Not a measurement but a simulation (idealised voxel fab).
Title: Process Module voxel double patterning
230 nm wide, 5 nm square cells: that's cross-section cut.
We lay out every cross-section as a grid of square cells and spell it out in bands from the top down, where one band means one or more rows of cells.
Look at the band entry: it leads with the top's height and the bottom's height in nm. Then it lists the materials left to right, with a width in nm for each. The word "edge to edge" on a single material says that material fills the band edge to edge. The word "air" is empty space.
Convention: height 0 is the level below which the wafer, as received, is all one material. The lowest band does not terminate at the bottom but continues downward, represented as "0 nm and below".
You'd read "30..40" like this: the band's top row of cells is as wide as the first number, its bottom row is as wide as the second, and going down, every row changes width by the same amount as the row before did.
Step note "remained unchanged" = no cross-section cell changed.
Basically, "Enclosed empty spaces" tells you about the enclosed voids: empty spaces with no open way to the top, 8 cells or bigger, each written width x height at distance, where distance is from the left edge, all in nm.
Text after the settings on a step's line: the simulator's own remark on that step.
Regarding "overlay nm": on a step with a mask, it is the distance the mask lay to the right of its planned place; a negative value places it to the left.

**Steps in the process plan**
step 1: RECEIVE: material Si
step 2: CONFORMAL_DEP: material SiO2, thk nm 10
step 3: DIRECTIONAL_DEP: material W, thk nm 15
step 4: DIRECTIONAL_DEP: material SiCN, thk nm 5
step 5: MASKED_ETCH: tone open, mask id FIRST, width nm 15, pitch nm 50, etch materials SiCN, depth nm 5, overlay nm 0
step 6: DIRECTIONAL_DEP: material aC, thk nm 10
step 7: PATTERN: tone open, mask id SECOND, material resist, width nm 15, pitch nm 50, thk nm 30, overlay nm 0
step 8: DIRECTIONAL_ETCH: etch materials aC, depth nm 10
step 9: STRIP: etch materials resist
step 10: DIRECTIONAL_ETCH: etch materials SiCN, depth nm 5
step 11: STRIP: etch materials aC
step 12: DIRECTIONAL_ETCH: etch materials W, depth nm 15
step 13: STRIP: etch materials SiCN

**Cross-section of the wafer as it came to us, i.e., already through step 1**
	0 nm and below | Si edge to edge
	Enclosed empty spaces: none

**Cross-section, first of two wafers, end of module, run as planned**
	25 nm to 10 nm | W=55  air=15  W=10  air=15  W=10  air=15  W=10  air=15  W=10  air=15  W=60
	10 nm to 0 nm | SiO2 edge to edge
	0 nm and below | Si edge to edge
	Enclosed empty spaces: none

**This is the second of the two wafers, cross-sectioned at the end of the module; it started exactly like the first and was given the same plan, but it was run with one mistake**
	25 nm to 15 nm | SiO2 edge to edge
	15 nm to 0 nm | W edge to edge
	0 nm and below | Si edge to edge
	Enclosed empty spaces: none
What went wrong in running the wafer? sequence error: steps 2 and 3 interchanged
It is noted that, at the conclusion of processing, the second wafer exhibits a higher or lower cell count for certain materials relative to the first: W +45
